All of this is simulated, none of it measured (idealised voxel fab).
Herein follows the process module entitled voxel trench capacitor.
We display cut, a cross-section 225 nm in width whose square cells are each 5 nm.
In what follows, cross-sections appear as grids of square cells, described through bands that run from the top down, where every band is one or more rows of cells.
A band entry consists of two parts. The first gives the height of the band's top and the height of its bottom, in nm. The rest lists the band's materials from left to right, each with its width in nm. A single material labelled with the word "full width" fills the band from edge to edge, and the word "empty" marks empty space.
Height datum 0, below which the as-received substrate wafer is one material. Lowest band open at the bottom, running downward: "z 0 and below".
The expression "30->40" gives the width at the extremes of the band, the first number at its top row of cells and the second at its bottom row, with the width changing by equal amounts from each row to the next in between.
Basically "nothing different" means that step didn't change any cell in the cross-section.
Each empty space that has no open way to the top and spans at least 8 cells appears under "Fully closed voids" as width x height at distance, the distance counted from the left edge, all in nm.
Note: text after step settings on the step line = simulator remark on that step.
The optional step-line setting "overlay nm" applies to steps with a mask and quantifies how far to the right of its planned location the mask lay, a negative value indicating leftward placement.
Intended process steps
- 1: RECEIVE with material Si
- 2: CONFORMAL_DEP with material SiN, thk nm 10
- 3: DIRECTIONAL_DEP with material aC, thk nm 15
- 4: PATTERN with tone open, mask id TRENCH, material resist, width nm 25, pitch nm 50, thk nm 30, overlay nm 0
- 5: DIRECTIONAL_ETCH with etch materials aC, depth nm 15
- 6: STRIP with etch materials resist
- 7: DIRECTIONAL_ETCH with etch materials SiN, depth nm 10
- 8: DIRECTIONAL_ETCH with etch materials Si, depth nm 25
- 9: STRIP with etch materials aC
- 10: CONFORMAL_DEP with material HfO2, thk nm 5
- 11: CONFORMAL_DEP with material TiN, thk nm 5
- 12: FILL_DEP with material W, thk nm 5
- 13: CMP with height nm 10
The cross-section here shows the wafer as received, i.e. in its state after step 1
	z 0 and below: Si full width
	Fully closed voids: none
End-of-module cross-section. Starting structure and process plan as above; one mistake made in running it
	z 10 to 0: SiN 20 nm | HfO2 5 nm | TiN 5 nm | W 15 nm | TiN 5 nm | HfO2 5 nm | SiN 15 nm | HfO2 5 nm | TiN 5 nm | W 15 nm | TiN 5 nm | HfO2 5 nm | SiN 15 nm | HfO2 5 nm | TiN 5 nm | W 15 nm | TiN 5 nm | HfO2 5 nm | SiN 15 nm | HfO2 5 nm | TiN 5 nm | W 15 nm | TiN 5 nm | HfO2 5 nm | SiN 20 nm
	z 0 to -15: Si 20 nm | HfO2 5 nm | TiN 5 nm | W 15 nm | TiN 5 nm | HfO2 5 nm | Si 15 nm | HfO2 5 nm | TiN 5 nm | W 15 nm | TiN 5 nm | HfO2 5 nm | Si 15 nm | HfO2 5 nm | TiN 5 nm | W 15 nm | TiN 5 nm | HfO2 5 nm | Si 15 nm | HfO2 5 nm | TiN 5 nm | W 15 nm | TiN 5 nm | HfO2 5 nm | Si 20 nm
	z -15 to -20: Si 20 nm | HfO2 5 nm | TiN 25 nm | HfO2 5 nm | Si 15 nm | HfO2 5 nm | TiN 25 nm | HfO2 5 nm | Si 15 nm | HfO2 5 nm | TiN 25 nm | HfO2 5 nm | Si 15 nm | HfO2 5 nm | TiN 25 nm | HfO2 5 nm | Si 20 nm
	z -20 to -25: Si 20 nm | HfO2 35 nm | Si 15 nm | HfO2 35 nm | Si 15 nm | HfO2 35 nm | Si 15 nm | HfO2 35 nm | Si 20 nm
	z -25 and below: Si full width
	Fully closed voids: none
Heads up, the wafer didn't run the way we planned it: note that step 4 departed from the planned setting and was carried out as PATTERN with tone open, mask id TRENCH, material resist, width nm 35, pitch nm 50, thk nm 30, overlay nm 0
